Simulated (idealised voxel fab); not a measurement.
process module | voxel ribs on slabs
cross-section cut | 260 nm wide | cells 5 nm
A cross-section is a grid of square cells, given in bands from the top down. A band is one or more rows of cells.
Each band's line starts with the height of the band's top and of its bottom, in nm. Then come its materials from left to right, each with its width in nm. One material with "throughout" fills the band from edge to edge. "air" is empty space.
Height 0 is the level under which the wafer as received is all one material. The lowest band goes on downwards, as in "0 down".
A width such as "30 to 40" changes by the same amount from each row of cells to the next, from the band's top row to its bottom row.
"no change" after a step means that no cell of the cross-section changed.
closed voids: empty space of 8 cells or more with no open way to the top, each as width x height at its distance from the left edge, in nm
after a step's settings: what the simulator itself notes on the step
overlay nm, on a step with a mask: how far to the right of its planned place the mask lay; to the left if negative
plan
1 op RECEIVE | material Si
2 op DIRECTIONAL_DEP | material SiO2 | thk nm 20
3 op DIRECTIONAL_DEP | material SiN | thk nm 15
4 op DIRECTIONAL_DEP | material aC | thk nm 10
5 op PATTERN | tone cover | mask id RIB | material resist | width nm 20 | thk nm 25 | overlay nm 0
6 op DIRECTIONAL_ETCH | etch materials aC | depth nm 10
7 op STRIP | etch materials resist
8 op DIRECTIONAL_ETCH | etch materials SiN | depth nm 10
9 op STRIP | etch materials aC
10 op MASKED_ETCH | tone cover | mask id SLAB | width nm 70 | etch materials SiN | depth nm 5 | overlay nm 0
11 op FILL_DEP | material SiO2 | thk nm 20
12 op CMP | height nm 45
13 op DIRECTIONAL_DEP | material TiN | thk nm 10
14 op PATTERN | tone cover | mask id HEATER | material resist | width nm 30 | thk nm 15 | overlay nm 0
15 op DIRECTIONAL_ETCH | etch materials TiN | depth nm 10
16 op STRIP | etch materials resist
17 op CONFORMAL_DEP | material SiO2 | thk nm 10
as received, after step 1
  0 down: Si throughout
  closed voids: none
a wafer at the end: this start, this plan, one mistake
  65 to 55: air 105 | SiO2 50 | air 105
  55 to 45: SiO2 115 | TiN 30 | SiO2 115
  45 to 35: SiO2 throughout
  35 to 30: SiO2 95 | SiN 25 | SiO2 20 | SiN 25 | SiO2 95
  30 to 25: SiN 120 | SiO2 20 | SiN 120
  25 to 20: SiN throughout
  20 to 0: SiO2 throughout
  0 down: Si throughout
  closed voids: none
what went wrong: step 5 ran as: op PATTERN | tone open | mask id RIB | material resist | width nm 20 | thk nm 25 | overlay nm 0
